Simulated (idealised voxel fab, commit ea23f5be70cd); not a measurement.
Proc. module: voxel air gaps
This is section cut - it's 300 nm across, gridded in 5 nm square cells.
Cross-section format: a grid of square cells, given as bands from top to bottom; each band is one or more rows of cells. Quick guide to a band line: top height, bottom height (nm) up front; then every material left to right with its width in nm. Only one material and it's marked "edge to edge"? Then it fills the band edge to edge. And "air" just means empty space. Height is counted from the level 0, under which the received wafer is composed throughout of one material. The lowest of the bands is not closed at the bottom but continues downward, in the notation "0 nm and below". The width entry "30 to 40" should be interpreted row by row: the top row of cells in the band takes the first number, the bottom row takes the second number, and the change between adjacent rows is uniform throughout. Basically "no alterations made" means that step didn't change any cell in the cross-section. The entry titled "Unvented internal voids" provides the empty spaces that have no open way to the top, restricted to those of 8 cells or more. Each is presented as width x height at distance, the distance being measured from the left edge, with all three in nm. Read whatever lies past the settings on a step's line as the simulator's own remark about the step. A step line may carry the setting "overlay nm", which, for steps involving a mask, states the distance by which the mask lay to the right of its intended position; negative values denote displacement to the left.

PROCESS STEPS - PLAN
1 RECEIVE, material Si
2 CONFORMAL_DEP, material SiO2, thk nm 10
3 CONFORMAL_DEP, material SiN, thk nm 5
4 DIRECTIONAL_DEP, material SiO2, thk nm 35
5 MASKED_ETCH, tone open, mask id LINES, width nm 15, pitch nm 40, etch materials SiO2, depth nm 35, overlay nm 0
6 CONFORMAL_DEP, material TiN, thk nm 5
7 FILL_DEP, material W, thk nm 10
8 CMP, height nm 50
9 EPI, material Ru, thk nm 10
10 SELECTIVE_ETCH, etch materials SiO2, depth nm 45
11 CONFORMAL_DEP, material SiCN, thk nm 5

INCOMING WAFER, CROSS-SECTIONAL VIEW, POST STEP 1
0 nm and below: Si edge to edge
Unvented internal voids: none

THE FIRST OF TWO WAFERS, CROSS-SECTIONED AT THE END OF THE MODULE, WITH THE RUN PROCEEDING AS PLANNED
65 nm to 60 nm: air (65)  SiCN (165)  air (70)
60 nm to 50 nm: air (65)  SiCN (5)  Ru (35)  SiCN (5)  Ru (35)  SiCN (5)  Ru (35)  SiCN (5)  Ru (35)  SiCN (5)  air (70)
50 nm to 45 nm: air (65)  SiCN (15)  TiN (5)  W (5)  TiN (5)  SiCN (25)  TiN (5)  W (5)  TiN (5)  SiCN (25)  TiN (5)  W (5)  TiN (5)  SiCN (25)  TiN (5)  W (5)  TiN (5)  SiCN (15)  air (70)
45 nm to 20 nm: air (75)  SiCN (5)  TiN (5)  W (5)  TiN (5)  SiCN (5)  air (15)  SiCN (5)  TiN (5)  W (5)  TiN (5)  SiCN (5)  air (15)  SiCN (5)  TiN (5)  W (5)  TiN (5)  SiCN (5)  air (15)  SiCN (5)  TiN (5)  W (5)  TiN (5)  SiCN (5)  air (80)
20 nm to 15 nm: SiCN (80)  TiN (15)  SiCN (25)  TiN (15)  SiCN (25)  TiN (15)  SiCN (25)  TiN (15)  SiCN (85)
15 nm to 10 nm: SiN edge to edge
10 nm to 0 nm: SiO2 edge to edge
0 nm and below: Si edge to edge
Unvented internal voids: 15 x 25 at 100; 15 x 25 at 140; 15 x 25 at 180

HERE'S THE SECOND OF OUR TWO WAFERS SECTIONED AT MODULE END. SAME START AS THE FIRST, SAME PLAN, BUT ONE MISTAKE GOT MADE RUNNING IT
65 nm to 60 nm: air (55)  SiCN (165)  air (80)
60 nm to 50 nm: air (55)  SiCN (5)  Ru (35)  SiCN (5)  Ru (35)  SiCN (5)  Ru (35)  SiCN (5)  Ru (35)  SiCN (5)  air (80)
50 nm to 45 nm: air (55)  SiCN (15)  TiN (5)  W (5)  TiN (5)  SiCN (25)  TiN (5)  W (5)  TiN (5)  SiCN (25)  TiN (5)  W (5)  TiN (5)  SiCN (25)  TiN (5)  W (5)  TiN (5)  SiCN (15)  air (80)
45 nm to 20 nm: air (65)  SiCN (5)  TiN (5)  W (5)  TiN (5)  SiCN (5)  air (15)  SiCN (5)  TiN (5)  W (5)  TiN (5)  SiCN (5)  air (15)  SiCN (5)  TiN (5)  W (5)  TiN (5)  SiCN (5)  air (15)  SiCN (5)  TiN (5)  W (5)  TiN (5)  SiCN (5)  air (90)
20 nm to 15 nm: SiCN (70)  TiN (15)  SiCN (25)  TiN (15)  SiCN (25)  TiN (15)  SiCN (25)  TiN (15)  SiCN (95)
15 nm to 10 nm: SiN edge to edge
10 nm to 0 nm: SiO2 edge to edge
0 nm and below: Si edge to edge
Unvented internal voids: 15 x 25 at 90; 15 x 25 at 130; 15 x 25 at 170
In executing the process, a mistake was made relative to the plan: step 5 changed vs plan, executed as MASKED_ETCH, tone open, mask id LINES, width nm 15, pitch nm 40, etch materials SiO2, depth nm 35, overlay nm -10
Same inventory, different map: at the end, the second wafer holds as many cells of each material as the first, placed elsewhere.
